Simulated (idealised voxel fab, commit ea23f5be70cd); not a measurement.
The following is a process module called voxel released beams.
Each square cell in cross-section cut measures 5 nm, and the section as a whole is 160 nm wide.
In what follows, cross-sections appear as grids of square cells, described through bands that run from the top down, where every band is one or more rows of cells.
In this notation a band is specified by the heights of its top and bottom, in that order and in nm, after which its materials appear from left to right, each paired with its width in nm. The word "throughout" attached to a single material means that material fills the band from edge to edge; the word "blank" stands for empty space.
Where do heights start? At 0: under that level the wafer as delivered is made of one material only. And the lowest band has no floor; it just carries on downward, as in "from 0 down".
A width given as "30->40" starts at the first number in the band's top row and ends at the second number in its bottom row, shifting by an equal amount at every step from row to row.
No cell of the cross-section changed in a step that is given as "nothing got changed".
You'll see "Catalogued sealed voids" listing empty spaces that have no way open to the top, as long as they're 8 cells or more; the notation is width x height at distance, where the distance is from the left edge, and all of it is in nm.
Where a step's line continues beyond its settings, the continuation is a remark by the simulator itself on that step.
"overlay nm", when on a step's line for a step with a mask, measures how far to the right of its planned place the mask lay; a negative measure means to the left.

PROCESS STEPS FORESEEN IN THE PLAN
step 1: RECEIVE | material Si
step 2: CONFORMAL_DEP | material Al2O3 | thk nm 10
step 3: DIRECTIONAL_DEP | material SiO2 | thk nm 20
step 4: PATTERN | tone open | mask id ANCHOR | material resist | width nm 30 | thk nm 15 | overlay nm 0
step 5: DIRECTIONAL_ETCH | etch materials SiO2 | depth nm 20
step 6: STRIP | etch materials resist
step 7: CONFORMAL_DEP | material SiN | thk nm 10
step 8: PATTERN | tone cover | mask id BEAM | material resist | width nm 115 | thk nm 20 | overlay nm 0
step 9: DIRECTIONAL_ETCH | etch materials SiN | depth nm 10
step 10: STRIP | etch materials resist
step 11: STRIP | etch materials SiO2

FIRST OF TWO WAFERS - AS PLANNED

WAFER AS RECEIVED: CROSS-SECTION FOLLOWING STEP 1
	from 0 down | Si throughout
	Catalogued sealed voids: none

WAFER XSEC, POST STEP 2
	from 10 to 0 | Al2O3 throughout
	Heights below 0 show no change.

WAFER XSEC, POST STEP 3
	from 30 to 10 | SiO2 throughout
	Heights below 10 show no change.

WAFER XSEC, POST STEP 4
	from 45 to 30 | 25 resist | 30 blank | 105 resist
	Heights below 30 show no change.

WAFER XSEC, POST STEP 5
	from 45 to 30 | 25 resist | 30 blank | 105 resist
	from 30 to 10 | 25 SiO2 | 30 blank | 105 SiO2
	Heights below 10 show no change.

WAFER XSEC, POST STEP 6
	from 30 to 10 | 25 SiO2 | 30 blank | 105 SiO2
	Heights below 10 show no change.

WAFER XSEC, POST STEP 7
	from 40 to 30 | 35 SiN | 10 blank | 115 SiN
	from 30 to 20 | 25 SiO2 | 10 SiN | 10 blank | 10 SiN | 105 SiO2
	from 20 to 10 | 25 SiO2 | 30 SiN | 105 SiO2
	Heights below 10 show no change.

WAFER XSEC, POST STEP 8
	from 60 to 40 | 20 blank | 115 resist | 25 blank
	from 40 to 30 | 35 SiN | 10 resist | 115 SiN
	from 30 to 20 | 25 SiO2 | 10 SiN | 10 resist | 10 SiN | 105 SiO2
	Heights below 20 show no change.

WAFER XSEC, POST STEP 9
	from 60 to 40 | 20 blank | 115 resist | 25 blank
	from 40 to 30 | 20 blank | 15 SiN | 10 resist | 90 SiN | 25 blank
	Heights below 30 show no change.

WAFER XSEC, POST STEP 10
	from 40 to 30 | 20 blank | 15 SiN | 10 blank | 90 SiN | 25 blank
	from 30 to 20 | 25 SiO2 | 10 SiN | 10 blank | 10 SiN | 105 SiO2
	Heights below 20 show no change.

WAFER XSEC, POST STEP 11
	from 40 to 30 | 20 blank | 15 SiN | 10 blank | 90 SiN | 25 blank
	from 30 to 20 | 25 blank | 10 SiN | 10 blank | 10 SiN | 105 blank
	from 20 to 10 | 25 blank | 30 SiN | 105 blank
	Heights below 10 show no change.

THE SECOND WAFER WAS PREPARED FROM THE SAME STARTING POINT AND UNDER THE SAME PLAN AS THE FIRST; ITS PROCESSING CONTAINED ONE MISTAKE, AND IT REMAINS INDISTINGUISHABLE FROM THE FIRST WAFER UP TO AND INCLUDING STEP 1

Cross-section of the second wafer when, according to plan, step 2 should have finished: nothing got changed

CROSS-SECTION OF THE SECOND WAFER WHEN, ACCORDING TO PLAN, STEP 3 SHOULD HAVE FINISHED
	from 20 to 0 | SiO2 throughout
	Heights below 0 show no change.

CROSS-SECTION OF THE SECOND WAFER WHEN, ACCORDING TO PLAN, STEP 4 SHOULD HAVE FINISHED
	from 35 to 20 | 25 resist | 30 blank | 105 resist
	Heights below 20 show no change.

CROSS-SECTION OF THE SECOND WAFER WHEN, ACCORDING TO PLAN, STEP 5 SHOULD HAVE FINISHED
	from 35 to 20 | 25 resist | 30 blank | 105 resist
	from 20 to 0 | 25 SiO2 | 30 blank | 105 SiO2
	Heights below 0 show no change.

CROSS-SECTION OF THE SECOND WAFER WHEN, ACCORDING TO PLAN, STEP 6 SHOULD HAVE FINISHED
	from 20 to 0 | 25 SiO2 | 30 blank | 105 SiO2
	Heights below 0 show no change.

CROSS-SECTION OF THE SECOND WAFER WHEN, ACCORDING TO PLAN, STEP 7 SHOULD HAVE FINISHED
	from 30 to 20 | 35 SiN | 10 blank | 115 SiN
	from 20 to 10 | 25 SiO2 | 10 SiN | 10 blank | 10 SiN | 105 SiO2
	from 10 to 0 | 25 SiO2 | 30 SiN | 105 SiO2
	Heights below 0 show no change.

CROSS-SECTION OF THE SECOND WAFER WHEN, ACCORDING TO PLAN, STEP 8 SHOULD HAVE FINISHED
	from 50 to 30 | 20 blank | 115 resist | 25 blank
	from 30 to 20 | 35 SiN | 10 resist | 115 SiN
	from 20 to 10 | 25 SiO2 | 10 SiN | 10 resist | 10 SiN | 105 SiO2
	Heights below 10 show no change.

CROSS-SECTION OF THE SECOND WAFER WHEN, ACCORDING TO PLAN, STEP 9 SHOULD HAVE FINISHED
	from 50 to 30 | 20 blank | 115 resist | 25 blank
	from 30 to 20 | 20 blank | 15 SiN | 10 resist | 90 SiN | 25 blank
	Heights below 20 show no change.

CROSS-SECTION OF THE SECOND WAFER WHEN, ACCORDING TO PLAN, STEP 10 SHOULD HAVE FINISHED
	from 30 to 20 | 20 blank | 15 SiN | 10 blank | 90 SiN | 25 blank
	from 20 to 10 | 25 SiO2 | 10 SiN | 10 blank | 10 SiN | 105 SiO2
	Heights below 10 show no change.

CROSS-SECTION OF THE SECOND WAFER WHEN, ACCORDING TO PLAN, STEP 11 SHOULD HAVE FINISHED
	from 30 to 20 | 20 blank | 15 SiN | 10 blank | 90 SiN | 25 blank
	from 20 to 10 | 25 blank | 10 SiN | 10 blank | 10 SiN | 105 blank
	from 10 to 0 | 25 blank | 30 SiN | 105 blank
	Heights below 0 show no change.
What broke from the plan during processing? step 2 of the plan never got run, it was skipped over
The final cell counts differ between the wafers, with the second having more or fewer of some materials than the first: Al2O3 -64
